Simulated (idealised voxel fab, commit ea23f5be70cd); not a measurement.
The document below concerns the process module designated voxel self aligned contacts.
FYI the section here is cut, 215 nm wide, cells are 5 nm squares.
Reading order for cross-sections: top band down to bottom band. Underlying form: a grid of square cells. Band size: one or more rows of cells. For a band, the entry starts with two heights in nm, that of the top and then that of the bottom, and carries on with the band's materials in order from left to right, each alongside its width in nm; the word "edge to edge" beside a single material means it fills the band edge to edge, and "empty" means empty space. Zero point of the height axis is 0; under it, received wafer = one material. Lowest band: continues down indefinitely, "0 and below". With a width like "30..40", each row of cells in the band differs from the next by the same amount, the top row carrying the first number and the bottom row the second. What does "no change" mean for a step? It means no cell of the cross-section changed in that step. Entry "Closed void register" = empty spaces >= 8 cells with no open way to the top; each as width x height at distance, distance from left edge, all nm. Where a step's line continues beyond its settings, the continuation is a remark by the simulator itself on that step. Regarding "overlay nm": on a step with a mask, it is the distance the mask lay to the right of its planned place; a negative value places it to the left.

SET OUT BELOW ARE THE PLANNED STEPS OF THE PROCESS
- 1: RECEIVE with material Si
- 2: OXIDIZE with depth nm 5
- 3: DIRECTIONAL_DEP with material polySi, thk nm 20
- 4: DIRECTIONAL_DEP with material SiN, thk nm 20
- 5: MASKED_ETCH with tone cover, mask id GATE, width nm 30, pitch nm 55, etch materials SiN, depth nm 20, overlay nm 0
- 6: MASKED_ETCH with tone cover, mask id GATE, width nm 30, pitch nm 55, etch materials polySi, depth nm 20, overlay nm 0
- 7: CONFORMAL_DEP with material SiN, thk nm 5
- 8: DIRECTIONAL_ETCH with etch materials SiN, depth nm 5
- 9: FILL_DEP with material SiO2, thk nm 15
- 10: CMP with height nm 50
- 11: MASKED_ETCH with tone open, mask id CONTACT, width nm 35, etch materials SiO2, depth nm 55, overlay nm 0
- 12: CONFORMAL_DEP with material TiN, thk nm 5
- 13: FILL_DEP with material Ru, thk nm 10
- 14: CMP with height nm 50
- 15: CONFORMAL_DEP with material SiCN, thk nm 5
All wafers enter the flow in the same state. The depth nm at step 2 differs from wafer to wafer, and the plan gives the value for the first wafer.

CROSS-SECTION OF THE FIRST OF SEVERAL WAFERS ON RECEIPT, REFLECTING COMPLETION OF STEP 1
* 0 and below | Si edge to edge
* Closed void register: none

FIRST OF SEVERAL WAFERS IN CROSS-SECTION AT MODULE END, FOLLOWING THE FINAL STEP, STEP 15
* 55 down to 50 | SiCN edge to edge
* 50 down to 40 | SiO2: 90; TiN: 5..15; Ru: 25..5; TiN: 5..15; SiO2: 90
* 40 down to 20 | SiO2: 60; SiN: 40; TiN: 5; Ru: 5; TiN: 5; SiN: 40; SiO2: 60
* 20 down to 0 | SiO2: 60; SiN: 5; polySi: 30; SiN: 5; TiN: 5; Ru: 5; TiN: 5; SiN: 5; polySi: 30; SiN: 5; SiO2: 60
* 0 down to -5 | SiO2: 100; TiN: 15; SiO2: 100
* -5 and below | Si edge to edge
* Closed void register: none

END OF MODULE: CROSS-SECTION, LAST OF SEVERAL WAFERS
* 55 down to 50 | SiCN edge to edge
* 50 down to 40 | SiO2: 90; TiN: 5..15; Ru: 25..5; TiN: 5..15; SiO2: 90
* 40 down to 20 | SiO2: 60; SiN: 40; TiN: 5; Ru: 5; TiN: 5; SiN: 40; SiO2: 60
* 20 down to 0 | SiO2: 60; SiN: 5; polySi: 30; SiN: 5; TiN: 5; Ru: 5; TiN: 5; SiN: 5; polySi: 30; SiN: 5; SiO2: 60
* 0 down to -5 | SiO2: 100; TiN: 15; SiO2: 100
* -5 down to -20 | SiO2 edge to edge
* -20 and below | Si edge to edge
* Closed void register: none

WHAT FOLLOWS IS A TABLE IN WHICH EACH WAFER OCCUPIES A ROW; FOR THE WAFER AS IT STANDS AT THE CLOSE OF THE MODULE, THE ROW STATES, MATERIAL BY MATERIAL, HOW MANY CELLS HAVE BEEN GAINED (+) OR LOST (-) SINCE RECEIPT, AND THEN GIVES ITS CLOSED VOIDS
depth nm 5 | +14 Ru | -43 Si | +43 SiCN | +80 SiN | +304 SiO2 | +27 TiN | +48 polySi | Closed void register: none
depth nm 10 | +14 Ru | -86 Si | +43 SiCN | +80 SiN | +347 SiO2 | +27 TiN | +48 polySi | Closed void register: none
depth nm 15 | +14 Ru | -129 Si | +43 SiCN | +80 SiN | +390 SiO2 | +27 TiN | +48 polySi | Closed void register: none
depth nm 20 | +14 Ru | -172 Si | +43 SiCN | +80 SiN | +433 SiO2 | +27 TiN | +48 polySi | Closed void register: none
